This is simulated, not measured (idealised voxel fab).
process module | voxel air gaps
cross-section cut | 155 nm wide | cells 5 nm
A cross-section is a grid of square cells, given in bands from the top down. A band is one or more rows of cells.
Each band's line starts with the height of the band's top and of its bottom, in nm. Then come its materials from left to right, each with its width in nm. One material with "throughout" fills the band from edge to edge. "air" is empty space.
Height 0 is the level under which the wafer as received is all one material. The lowest band goes on downwards, as in "0 down".
A width such as "30 to 40" changes by the same amount from each row of cells to the next, from the band's top row to its bottom row.
"no change" after a step means that no cell of the cross-section changed.
closed voids: empty space of 8 cells or more with no open way to the top, each as width x height at its distance from the left edge, in nm
after a step's settings: what the simulator itself notes on the step
overlay nm, on a step with a mask: how far to the right of its planned place the mask lay; to the left if negative
plan
1 op RECEIVE | material Si
2 op CONFORMAL_DEP | material SiO2 | thk nm 15
3 op CONFORMAL_DEP | material SiCN | thk nm 5
4 op DIRECTIONAL_DEP | material lowk | thk nm 35
5 op PATTERN | tone open | mask id LINES | material resist | width nm 15 | pitch nm 40 | thk nm 15 | overlay nm 0
6 op DIRECTIONAL_ETCH | etch materials lowk | depth nm 35
7 op STRIP | etch materials resist
8 op CONFORMAL_DEP | material TiN | thk nm 5
9 op FILL_DEP | material W | thk nm 5
10 op CMP | height nm 55
11 op EPI | material Ru | thk nm 10
12 op SELECTIVE_ETCH | etch materials lowk | depth nm 45
13 op CONFORMAL_DEP | material SiCN | thk nm 5
as received, after step 1
  0 down: Si throughout
  closed voids: none
first wafer at the end, as planned
  70 to 65: air 15 | SiCN 125 | air 15
  65 to 55: air 15 | SiCN 5 | Ru 35 | SiCN 5 | Ru 35 | SiCN 5 | Ru 35 | SiCN 5 | air 15
  55 to 50: air 15 | SiCN 15 | TiN 5 | W 5 | TiN 5 | SiCN 25 | TiN 5 | W 5 | TiN 5 | SiCN 25 | TiN 5 | W 5 | TiN 5 | SiCN 15 | air 15
  50 to 25: air 25 | SiCN 5 | TiN 5 | W 5 | TiN 5 | SiCN 5 | air 15 | SiCN 5 | TiN 5 | W 5 | TiN 5 | SiCN 5 | air 15 | SiCN 5 | TiN 5 | W 5 | TiN 5 | SiCN 5 | air 25
  25 to 20: SiCN 30 | TiN 15 | SiCN 25 | TiN 15 | SiCN 25 | TiN 15 | SiCN 30
  20 to 15: SiCN throughout
  15 to 0: SiO2 throughout
  0 down: Si throughout
  closed voids: 15 x 25 at 50; 15 x 25 at 90
second wafer at the end: like start, like plan, one mistake
  80 to 75: air 5 | SiCN 145 | air 5
  75 to 55: air 5 | SiCN 5 | Ru 135 | SiCN 5 | air 5
  55 to 50: air 5 | SiCN 25 | TiN 5 | W 5 | TiN 5 | lowk 25 | TiN 5 | W 5 | TiN 5 | lowk 25 | TiN 5 | W 5 | TiN 5 | SiCN 25 | air 5
  50 to 25: air 25 | SiCN 5 | TiN 5 | W 5 | TiN 5 | lowk 25 | TiN 5 | W 5 | TiN 5 | lowk 25 | TiN 5 | W 5 | TiN 5 | SiCN 5 | air 25
  25 to 20: SiCN 30 | TiN 15 | lowk 25 | TiN 15 | lowk 25 | TiN 15 | SiCN 30
  20 to 15: SiCN throughout
  15 to 0: SiO2 throughout
  0 down: Si throughout
  closed voids: none
what went wrong: step 11 was run twice
at the end the second wafer has, in cells: 66 more of Ru | 32 fewer of SiCN | 70 more of lowk
closed voids at the end (first wafer, second wafer): 2, 0
